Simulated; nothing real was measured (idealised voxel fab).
process module | voxel wiring stack
cross-section cut | 155 nm wide | cells 5 nm
A cross-section is a grid of square cells, given in bands from the top down. A band is one or more rows of cells.
Each band's line starts with the height of the band's top and of its bottom, in nm. Then come its materials from left to right, each with its width in nm. One material with "throughout" fills the band from edge to edge. "air" is empty space.
Height 0 is the level under which the wafer as received is all one material. The lowest band goes on downwards, as in "0 down".
A width such as "30 to 40" changes by the same amount from each row of cells to the next, from the band's top row to its bottom row.
"no change" after a step means that no cell of the cross-section changed.
closed voids: empty space of 8 cells or more with no open way to the top, each as width x height at its distance from the left edge, in nm
after a step's settings: what the simulator itself notes on the step
overlay nm, on a step with a mask: how far to the right of its planned place the mask lay; to the left if negative
plan
1 op RECEIVE | material Si
2 op CONFORMAL_DEP | material SiO2 | thk nm 15
3 op DIRECTIONAL_DEP | material TiN | thk nm 5
4 op DIRECTIONAL_DEP | material Ru | thk nm 20
5 op PATTERN | tone cover | mask id METAL_1 | material resist | width nm 20 | pitch nm 35 | thk nm 15 | overlay nm 0
6 op DIRECTIONAL_ETCH | etch materials Ru | depth nm 20
7 op DIRECTIONAL_ETCH | etch materials TiN | depth nm 5
8 op STRIP | etch materials resist
9 op CONFORMAL_DEP | material SiN | thk nm 5
10 op FILL_DEP | material SiO2 | thk nm 5
11 op CMP | height nm 40
12 op CONFORMAL_DEP | material SiCN | thk nm 5
13 op DIRECTIONAL_DEP | material SiO2 | thk nm 10
14 op PATTERN | tone open | mask id PLUG_1 | material resist | width nm 15 | pitch nm 70 | thk nm 15 | overlay nm 0
15 op DIRECTIONAL_ETCH | etch materials SiO2 | depth nm 10
16 op DIRECTIONAL_ETCH | etch materials SiCN | depth nm 5
17 op STRIP | etch materials resist
18 op CONFORMAL_DEP | material TiN | thk nm 5
19 op FILL_DEP | material Cu | thk nm 5
20 op CMP | height nm 55
21 op CONFORMAL_DEP | material SiN | thk nm 5
22 op DIRECTIONAL_DEP | material lowk | thk nm 25
23 op DIRECTIONAL_DEP | material aC | thk nm 15
24 op PATTERN | tone open | mask id METAL_2 | material resist | width nm 20 | pitch nm 35 | thk nm 30 | overlay nm 0
25 op DIRECTIONAL_ETCH | etch materials aC | depth nm 15
26 op STRIP | etch materials resist
27 op DIRECTIONAL_ETCH | etch materials lowk | depth nm 25
28 op DIRECTIONAL_ETCH | etch materials SiN | depth nm 5
29 op STRIP | etch materials aC
30 op CONFORMAL_DEP | material TiN | thk nm 5
31 op FILL_DEP | material Cu | thk nm 10
32 op CMP | height nm 85
33 op EPI | material Ru | thk nm 5
34 op FILL_DEP | material SiCN | thk nm 5
35 op DIRECTIONAL_DEP | material SiO2 | thk nm 20
36 op PATTERN | tone open | mask id PLUG_2 | material resist | width nm 15 | pitch nm 35 | thk nm 15 | overlay nm 0
37 op DIRECTIONAL_ETCH | etch materials SiO2 | depth nm 20
38 op DIRECTIONAL_ETCH | etch materials SiCN | depth nm 5
39 op STRIP | etch materials resist
40 op EPI | material Ru | thk nm 10
41 op EPI | material Ru | thk nm 10
42 op EPI | material Ru | thk nm 5
43 op CONFORMAL_DEP | material SiN | thk nm 5
44 op DIRECTIONAL_DEP | material lowk | thk nm 15
45 op MASKED_ETCH | tone open | mask id METAL_3 | width nm 20 | pitch nm 35 | etch materials lowk | depth nm 15 | overlay nm 0
46 op MASKED_ETCH | tone open | mask id METAL_3 | width nm 20 | pitch nm 35 | etch materials SiN | depth nm 5 | overlay nm 0
47 op CONFORMAL_DEP | material TiN | thk nm 5
48 op FILL_DEP | material Cu | thk nm 5
49 op CMP | height nm 135
50 op CONFORMAL_DEP | material SiN | thk nm 5
first wafer, as planned
as received, after step 1
  0 down: Si throughout
  closed voids: none
after step 2
  15 to 0: SiO2 throughout
  below 0: unchanged
after step 3
  20 to 15: TiN throughout
  below 15: unchanged
after step 4
  40 to 20: Ru throughout
  below 20: unchanged
after step 5
  55 to 40: air 30 | resist 20 | air 15 | resist 20 | air 15 | resist 20 | air 35
  below 40: unchanged
after step 6
  55 to 40: air 30 | resist 20 | air 15 | resist 20 | air 15 | resist 20 | air 35
  40 to 20: air 30 | Ru 20 | air 15 | Ru 20 | air 15 | Ru 20 | air 35
  below 20: unchanged
after step 7
  55 to 40: air 30 | resist 20 | air 15 | resist 20 | air 15 | resist 20 | air 35
  40 to 20: air 30 | Ru 20 | air 15 | Ru 20 | air 15 | Ru 20 | air 35
  20 to 15: air 30 | TiN 20 | air 15 | TiN 20 | air 15 | TiN 20 | air 35
  below 15: unchanged
after step 8
  40 to 20: air 30 | Ru 20 | air 15 | Ru 20 | air 15 | Ru 20 | air 35
  below 20: unchanged
after step 9
  45 to 40: air 25 | SiN 30 | air 5 | SiN 30 | air 5 | SiN 30 | air 30
  40 to 20: air 25 | SiN 5 | Ru 20 | SiN 5 | air 5 | SiN 5 | Ru 20 | SiN 5 | air 5 | SiN 5 | Ru 20 | SiN 5 | air 30
  20 to 15: SiN 30 | TiN 20 | SiN 15 | TiN 20 | SiN 15 | TiN 20 | SiN 35
  below 15: unchanged
after step 10
  50 to 45: SiO2 throughout
  45 to 40: SiO2 25 | SiN 30 | SiO2 5 | SiN 30 | SiO2 5 | SiN 30 | SiO2 30
  40 to 20: SiO2 25 | SiN 5 | Ru 20 | SiN 5 | SiO2 5 | SiN 5 | Ru 20 | SiN 5 | SiO2 5 | SiN 5 | Ru 20 | SiN 5 | SiO2 30
  below 20: unchanged
after step 11
  40 to 20: SiO2 25 | SiN 5 | Ru 20 | SiN 5 | SiO2 5 | SiN 5 | Ru 20 | SiN 5 | SiO2 5 | SiN 5 | Ru 20 | SiN 5 | SiO2 30
  below 20: unchanged
after step 12
  45 to 40: SiCN throughout
  below 40: unchanged
after step 13
  55 to 45: SiO2 throughout
  below 45: unchanged
after step 14
  70 to 55: resist 30 | air 15 | resist 55 | air 15 | resist 40
  below 55: unchanged
after step 15
  70 to 55: resist 30 | air 15 | resist 55 | air 15 | resist 40
  55 to 45: SiO2 30 | air 15 | SiO2 55 | air 15 | SiO2 40
  below 45: unchanged
after step 16
  70 to 55: resist 30 | air 15 | resist 55 | air 15 | resist 40
  55 to 45: SiO2 30 | air 15 | SiO2 55 | air 15 | SiO2 40
  45 to 40: SiCN 30 | air 15 | SiCN 55 | air 15 | SiCN 40
  below 40: unchanged
after step 17
  55 to 45: SiO2 30 | air 15 | SiO2 55 | air 15 | SiO2 40
  below 45: unchanged
after step 18
  60 to 55: TiN 35 | air 5 | TiN 65 | air 5 | TiN 45
  55 to 45: SiO2 30 | TiN 5 | air 5 | TiN 5 | SiO2 55 | TiN 5 | air 5 | TiN 5 | SiO2 40
  45 to 40: SiCN 30 | TiN 15 | SiCN 55 | TiN 15 | SiCN 40
  below 40: unchanged
after step 19
  65 to 60: Cu throughout
  60 to 55: TiN 35 | Cu 5 | TiN 65 | Cu 5 | TiN 45
  55 to 45: SiO2 30 | TiN 5 | Cu 5 | TiN 5 | SiO2 55 | TiN 5 | Cu 5 | TiN 5 | SiO2 40
  below 45: unchanged
after step 20
  55 to 45: SiO2 30 | TiN 5 | Cu 5 | TiN 5 | SiO2 55 | TiN 5 | Cu 5 | TiN 5 | SiO2 40
  below 45: unchanged
after step 21
  60 to 55: SiN throughout
  below 55: unchanged
after step 22
  85 to 60: lowk throughout
  below 60: unchanged
after step 23
  100 to 85: aC throughout
  below 85: unchanged
after step 24
  130 to 100: resist 30 | air 20 | resist 15 | air 20 | resist 15 | air 20 | resist 35
  below 100: unchanged
after step 25
  115 to 100: resist 30 | air 20 | resist 15 | air 20 | resist 15 | air 20 | resist 35
  100 to 85: aC 30 | air 20 | aC 15 | air 20 | aC 15 | air 20 | aC 35
  below 85: unchanged
after step 26
  100 to 85: aC 30 | air 20 | aC 15 | air 20 | aC 15 | air 20 | aC 35
  below 85: unchanged
after step 27
  100 to 85: aC 30 | air 20 | aC 15 | air 20 | aC 15 | air 20 | aC 35
  85 to 60: lowk 30 | air 20 | lowk 15 | air 20 | lowk 15 | air 20 | lowk 35
  below 60: unchanged
after step 28
  100 to 85: aC 30 | air 20 | aC 15 | air 20 | aC 15 | air 20 | aC 35
  85 to 60: lowk 30 | air 20 | lowk 15 | air 20 | lowk 15 | air 20 | lowk 35
  60 to 55: SiN 30 | air 20 | SiN 15 | air 20 | SiN 15 | air 20 | SiN 35
  below 55: unchanged
after step 29
  85 to 60: lowk 30 | air 20 | lowk 15 | air 20 | lowk 15 | air 20 | lowk 35
  below 60: unchanged
after step 30
  90 to 85: TiN 35 | air 10 | TiN 25 | air 10 | TiN 25 | air 10 | TiN 40
  85 to 60: lowk 30 | TiN 5 | air 10 | TiN 5 | lowk 15 | TiN 5 | air 10 | TiN 5 | lowk 15 | TiN 5 | air 10 | TiN 5 | lowk 35
  60 to 55: SiN 30 | TiN 20 | SiN 15 | TiN 20 | SiN 15 | TiN 20 | SiN 35
  below 55: unchanged
after step 31
  100 to 90: Cu throughout
  90 to 85: TiN 35 | Cu 10 | TiN 25 | Cu 10 | TiN 25 | Cu 10 | TiN 40
  85 to 60: lowk 30 | TiN 5 | Cu 10 | TiN 5 | lowk 15 | TiN 5 | Cu 10 | TiN 5 | lowk 15 | TiN 5 | Cu 10 | TiN 5 | lowk 35
  below 60: unchanged
after step 32
  85 to 60: lowk 30 | TiN 5 | Cu 10 | TiN 5 | lowk 15 | TiN 5 | Cu 10 | TiN 5 | lowk 15 | TiN 5 | Cu 10 | TiN 5 | lowk 35
  below 60: unchanged
after step 33
  90 to 85: air 25 | Ru 30 | air 5 | Ru 30 | air 5 | Ru 30 | air 30
  below 85: unchanged
after step 34
  95 to 90: SiCN throughout
  90 to 85: SiCN 25 | Ru 30 | SiCN 5 | Ru 30 | SiCN 5 | Ru 30 | SiCN 30
  below 85: unchanged
after step 35
  115 to 95: SiO2 throughout
  below 95: unchanged
after step 36
  130 to 115: resist 30 | air 15 | resist 20 | air 15 | resist 20 | air 15 | resist 40
  below 115: unchanged
after step 37
  130 to 115: resist 30 | air 15 | resist 20 | air 15 | resist 20 | air 15 | resist 40
  115 to 95: SiO2 30 | air 15 | SiO2 20 | air 15 | SiO2 20 | air 15 | SiO2 40
  below 95: unchanged
after step 38
  130 to 115: resist 30 | air 15 | resist 20 | air 15 | resist 20 | air 15 | resist 40
  115 to 95: SiO2 30 | air 15 | SiO2 20 | air 15 | SiO2 20 | air 15 | SiO2 40
  95 to 90: SiCN 30 | air 15 | SiCN 20 | air 15 | SiCN 20 | air 15 | SiCN 40
  below 90: unchanged
after step 39
  115 to 95: SiO2 30 | air 15 | SiO2 20 | air 15 | SiO2 20 | air 15 | SiO2 40
  below 95: unchanged
after step 40
  115 to 100: SiO2 30 | air 15 | SiO2 20 | air 15 | SiO2 20 | air 15 | SiO2 40
  100 to 95: SiO2 30 | Ru 15 | SiO2 20 | Ru 15 | SiO2 20 | Ru 15 | SiO2 40
  95 to 85: SiCN 30 to 25 | Ru 15 to 30 | SiCN 20 to 5 | Ru 15 to 30 | SiCN 20 to 5 | Ru 15 to 30 | SiCN 40 to 30
  below 85: unchanged
after step 41
  115 to 110: SiO2 30 | air 15 | SiO2 20 | air 15 | SiO2 20 | air 15 | SiO2 40
  110 to 95: SiO2 30 | Ru 15 | SiO2 20 | Ru 15 | SiO2 20 | Ru 15 | SiO2 40
  below 95: unchanged
after step 42
  115 to 95: SiO2 30 | Ru 15 | SiO2 20 | Ru 15 | SiO2 20 | Ru 15 | SiO2 40
  below 95: unchanged
after step 43
  120 to 115: SiN throughout
  below 115: unchanged
after step 44
  135 to 120: lowk throughout
  below 120: unchanged
after step 45
  135 to 120: lowk 30 | air 20 | lowk 15 | air 20 | lowk 15 | air 20 | lowk 35
  below 120: unchanged
after step 46
  135 to 120: lowk 30 | air 20 | lowk 15 | air 20 | lowk 15 | air 20 | lowk 35
  120 to 115: SiN 30 | air 20 | SiN 15 | air 20 | SiN 15 | air 20 | SiN 35
  below 115: unchanged
after step 47
  140 to 135: TiN 35 | air 10 | TiN 25 | air 10 | TiN 25 | air 10 | TiN 40
  135 to 120: lowk 30 | TiN 5 | air 10 | TiN 5 | lowk 15 | TiN 5 | air 10 | TiN 5 | lowk 15 | TiN 5 | air 10 | TiN 5 | lowk 35
  120 to 115: SiN 30 | TiN 20 | SiN 15 | TiN 20 | SiN 15 | TiN 20 | SiN 35
  below 115: unchanged
after step 48
  145 to 140: Cu throughout
  140 to 135: TiN 35 | Cu 10 | TiN 25 | Cu 10 | TiN 25 | Cu 10 | TiN 40
  135 to 120: lowk 30 | TiN 5 | Cu 10 | TiN 5 | lowk 15 | TiN 5 | Cu 10 | TiN 5 | lowk 15 | TiN 5 | Cu 10 | TiN 5 | lowk 35
  below 120: unchanged
after step 49
  135 to 120: lowk 30 | TiN 5 | Cu 10 | TiN 5 | lowk 15 | TiN 5 | Cu 10 | TiN 5 | lowk 15 | TiN 5 | Cu 10 | TiN 5 | lowk 35
  below 120: unchanged
after step 50
  140 to 135: SiN throughout
  below 135: unchanged
second wafer: like start, like plan, one mistake. Through step 1 it matches the first wafer
when step 2 should have ended
  30 to 0: SiO2 throughout
  below 0: unchanged
when step 3 should have ended
  35 to 30: TiN throughout
  below 30: unchanged
when step 4 should have ended
  55 to 35: Ru throughout
  below 35: unchanged
when step 5 should have ended
  70 to 55: air 30 | resist 20 | air 15 | resist 20 | air 15 | resist 20 | air 35
  below 55: unchanged
when step 6 should have ended
  70 to 55: air 30 | resist 20 | air 15 | resist 20 | air 15 | resist 20 | air 35
  55 to 35: air 30 | Ru 20 | air 15 | Ru 20 | air 15 | Ru 20 | air 35
  below 35: unchanged
when step 7 should have ended
  70 to 55: air 30 | resist 20 | air 15 | resist 20 | air 15 | resist 20 | air 35
  55 to 35: air 30 | Ru 20 | air 15 | Ru 20 | air 15 | Ru 20 | air 35
  35 to 30: air 30 | TiN 20 | air 15 | TiN 20 | air 15 | TiN 20 | air 35
  below 30: unchanged
when step 8 should have ended
  55 to 35: air 30 | Ru 20 | air 15 | Ru 20 | air 15 | Ru 20 | air 35
  below 35: unchanged
when step 9 should have ended
  60 to 55: air 25 | SiN 30 | air 5 | SiN 30 | air 5 | SiN 30 | air 30
  55 to 35: air 25 | SiN 5 | Ru 20 | SiN 5 | air 5 | SiN 5 | Ru 20 | SiN 5 | air 5 | SiN 5 | Ru 20 | SiN 5 | air 30
  35 to 30: SiN 30 | TiN 20 | SiN 15 | TiN 20 | SiN 15 | TiN 20 | SiN 35
  below 30: unchanged
when step 10 should have ended
  65 to 60: SiO2 throughout
  60 to 55: SiO2 25 | SiN 30 | SiO2 5 | SiN 30 | SiO2 5 | SiN 30 | SiO2 30
  55 to 35: SiO2 25 | SiN 5 | Ru 20 | SiN 5 | SiO2 5 | SiN 5 | Ru 20 | SiN 5 | SiO2 5 | SiN 5 | Ru 20 | SiN 5 | SiO2 30
  below 35: unchanged
when step 11 should have ended
  40 to 35: SiO2 25 | SiN 5 | Ru 20 | SiN 5 | SiO2 5 | SiN 5 | Ru 20 | SiN 5 | SiO2 5 | SiN 5 | Ru 20 | SiN 5 | SiO2 30
  below 35: unchanged
when step 12 should have ended
  45 to 40: SiCN throughout
  below 40: unchanged
when step 13 should have ended
  55 to 45: SiO2 throughout
  below 45: unchanged
when step 14 should have ended
  70 to 55: resist 30 | air 15 | resist 55 | air 15 | resist 40
  below 55: unchanged
when step 15 should have ended
  70 to 55: resist 30 | air 15 | resist 55 | air 15 | resist 40
  55 to 45: SiO2 30 | air 15 | SiO2 55 | air 15 | SiO2 40
  below 45: unchanged
when step 16 should have ended
  70 to 55: resist 30 | air 15 | resist 55 | air 15 | resist 40
  55 to 45: SiO2 30 | air 15 | SiO2 55 | air 15 | SiO2 40
  45 to 40: SiCN 30 | air 15 | SiCN 55 | air 15 | SiCN 40
  below 40: unchanged
when step 17 should have ended
  55 to 45: SiO2 30 | air 15 | SiO2 55 | air 15 | SiO2 40
  below 45: unchanged
when step 18 should have ended
  60 to 55: TiN 35 | air 5 | TiN 65 | air 5 | TiN 45
  55 to 45: SiO2 30 | TiN 5 | air 5 | TiN 5 | SiO2 55 | TiN 5 | air 5 | TiN 5 | SiO2 40
  45 to 40: SiCN 30 | TiN 15 | SiCN 55 | TiN 15 | SiCN 40
  below 40: unchanged
when step 19 should have ended
  65 to 60: Cu throughout
  60 to 55: TiN 35 | Cu 5 | TiN 65 | Cu 5 | TiN 45
  55 to 45: SiO2 30 | TiN 5 | Cu 5 | TiN 5 | SiO2 55 | TiN 5 | Cu 5 | TiN 5 | SiO2 40
  below 45: unchanged
when step 20 should have ended
  55 to 45: SiO2 30 | TiN 5 | Cu 5 | TiN 5 | SiO2 55 | TiN 5 | Cu 5 | TiN 5 | SiO2 40
  below 45: unchanged
when step 21 should have ended
  60 to 55: SiN throughout
  below 55: unchanged
when step 22 should have ended
  85 to 60: lowk throughout
  below 60: unchanged
when step 23 should have ended
  100 to 85: aC throughout
  below 85: unchanged
when step 24 should have ended
  130 to 100: resist 30 | air 20 | resist 15 | air 20 | resist 15 | air 20 | resist 35
  below 100: unchanged
when step 25 should have ended
  115 to 100: resist 30 | air 20 | resist 15 | air 20 | resist 15 | air 20 | resist 35
  100 to 85: aC 30 | air 20 | aC 15 | air 20 | aC 15 | air 20 | aC 35
  below 85: unchanged
when step 26 should have ended
  100 to 85: aC 30 | air 20 | aC 15 | air 20 | aC 15 | air 20 | aC 35
  below 85: unchanged
when step 27 should have ended
  100 to 85: aC 30 | air 20 | aC 15 | air 20 | aC 15 | air 20 | aC 35
  85 to 60: lowk 30 | air 20 | lowk 15 | air 20 | lowk 15 | air 20 | lowk 35
  below 60: unchanged
when step 28 should have ended
  100 to 85: aC 30 | air 20 | aC 15 | air 20 | aC 15 | air 20 | aC 35
  85 to 60: lowk 30 | air 20 | lowk 15 | air 20 | lowk 15 | air 20 | lowk 35
  60 to 55: SiN 30 | air 20 | SiN 15 | air 20 | SiN 15 | air 20 | SiN 35
  below 55: unchanged
when step 29 should have ended
  85 to 60: lowk 30 | air 20 | lowk 15 | air 20 | lowk 15 | air 20 | lowk 35
  below 60: unchanged
when step 30 should have ended
  90 to 85: TiN 35 | air 10 | TiN 25 | air 10 | TiN 25 | air 10 | TiN 40
  85 to 60: lowk 30 | TiN 5 | air 10 | TiN 5 | lowk 15 | TiN 5 | air 10 | TiN 5 | lowk 15 | TiN 5 | air 10 | TiN 5 | lowk 35
  60 to 55: SiN 30 | TiN 20 | SiN 15 | TiN 20 | SiN 15 | TiN 20 | SiN 35
  below 55: unchanged
when step 31 should have ended
  100 to 90: Cu throughout
  90 to 85: TiN 35 | Cu 10 | TiN 25 | Cu 10 | TiN 25 | Cu 10 | TiN 40
  85 to 60: lowk 30 | TiN 5 | Cu 10 | TiN 5 | lowk 15 | TiN 5 | Cu 10 | TiN 5 | lowk 15 | TiN 5 | Cu 10 | TiN 5 | lowk 35
  below 60: unchanged
when step 32 should have ended
  85 to 60: lowk 30 | TiN 5 | Cu 10 | TiN 5 | lowk 15 | TiN 5 | Cu 10 | TiN 5 | lowk 15 | TiN 5 | Cu 10 | TiN 5 | lowk 35
  below 60: unchanged
when step 33 should have ended
  90 to 85: air 25 | Ru 30 | air 5 | Ru 30 | air 5 | Ru 30 | air 30
  below 85: unchanged
when step 34 should have ended
  95 to 90: SiCN throughout
  90 to 85: SiCN 25 | Ru 30 | SiCN 5 | Ru 30 | SiCN 5 | Ru 30 | SiCN 30
  below 85: unchanged
when step 35 should have ended
  115 to 95: SiO2 throughout
  below 95: unchanged
when step 36 should have ended
  130 to 115: resist 30 | air 15 | resist 20 | air 15 | resist 20 | air 15 | resist 40
  below 115: unchanged
when step 37 should have ended
  130 to 115: resist 30 | air 15 | resist 20 | air 15 | resist 20 | air 15 | resist 40
  115 to 95: SiO2 30 | air 15 | SiO2 20 | air 15 | SiO2 20 | air 15 | SiO2 40
  below 95: unchanged
when step 38 should have ended
  130 to 115: resist 30 | air 15 | resist 20 | air 15 | resist 20 | air 15 | resist 40
  115 to 95: SiO2 30 | air 15 | SiO2 20 | air 15 | SiO2 20 | air 15 | SiO2 40
  95 to 90: SiCN 30 | air 15 | SiCN 20 | air 15 | SiCN 20 | air 15 | SiCN 40
  below 90: unchanged
when step 39 should have ended
  115 to 95: SiO2 30 | air 15 | SiO2 20 | air 15 | SiO2 20 | air 15 | SiO2 40
  below 95: unchanged
when step 40 should have ended
  115 to 100: SiO2 30 | air 15 | SiO2 20 | air 15 | SiO2 20 | air 15 | SiO2 40
  100 to 95: SiO2 30 | Ru 15 | SiO2 20 | Ru 15 | SiO2 20 | Ru 15 | SiO2 40
  95 to 85: SiCN 30 to 25 | Ru 15 to 30 | SiCN 20 to 5 | Ru 15 to 30 | SiCN 20 to 5 | Ru 15 to 30 | SiCN 40 to 30
  below 85: unchanged
when step 41 should have ended
  115 to 110: SiO2 30 | air 15 | SiO2 20 | air 15 | SiO2 20 | air 15 | SiO2 40
  110 to 95: SiO2 30 | Ru 15 | SiO2 20 | Ru 15 | SiO2 20 | Ru 15 | SiO2 40
  below 95: unchanged
when step 42 should have ended
  115 to 95: SiO2 30 | Ru 15 | SiO2 20 | Ru 15 | SiO2 20 | Ru 15 | SiO2 40
  below 95: unchanged
when step 43 should have ended
  120 to 115: SiN throughout
  below 115: unchanged
when step 44 should have ended
  135 to 120: lowk throughout
  below 120: unchanged
when step 45 should have ended
  135 to 120: lowk 30 | air 20 | lowk 15 | air 20 | lowk 15 | air 20 | lowk 35
  below 120: unchanged
when step 46 should have ended
  135 to 120: lowk 30 | air 20 | lowk 15 | air 20 | lowk 15 | air 20 | lowk 35
  120 to 115: SiN 30 | air 20 | SiN 15 | air 20 | SiN 15 | air 20 | SiN 35
  below 115: unchanged
when step 47 should have ended
  140 to 135: TiN 35 | air 10 | TiN 25 | air 10 | TiN 25 | air 10 | TiN 40
  135 to 120: lowk 30 | TiN 5 | air 10 | TiN 5 | lowk 15 | TiN 5 | air 10 | TiN 5 | lowk 15 | TiN 5 | air 10 | TiN 5 | lowk 35
  120 to 115: SiN 30 | TiN 20 | SiN 15 | TiN 20 | SiN 15 | TiN 20 | SiN 35
  below 115: unchanged
when step 48 should have ended
  145 to 140: Cu throughout
  140 to 135: TiN 35 | Cu 10 | TiN 25 | Cu 10 | TiN 25 | Cu 10 | TiN 40
  135 to 120: lowk 30 | TiN 5 | Cu 10 | TiN 5 | lowk 15 | TiN 5 | Cu 10 | TiN 5 | lowk 15 | TiN 5 | Cu 10 | TiN 5 | lowk 35
  below 120: unchanged
when step 49 should have ended
  135 to 120: lowk 30 | TiN 5 | Cu 10 | TiN 5 | lowk 15 | TiN 5 | Cu 10 | TiN 5 | lowk 15 | TiN 5 | Cu 10 | TiN 5 | lowk 35
  below 120: unchanged
when step 50 should have ended
  140 to 135: SiN throughout
  below 135: unchanged
what went wrong: step 2 was run twice
at the end the second wafer has, in cells: 36 fewer of Ru | 18 fewer of SiN | 54 more of SiO2
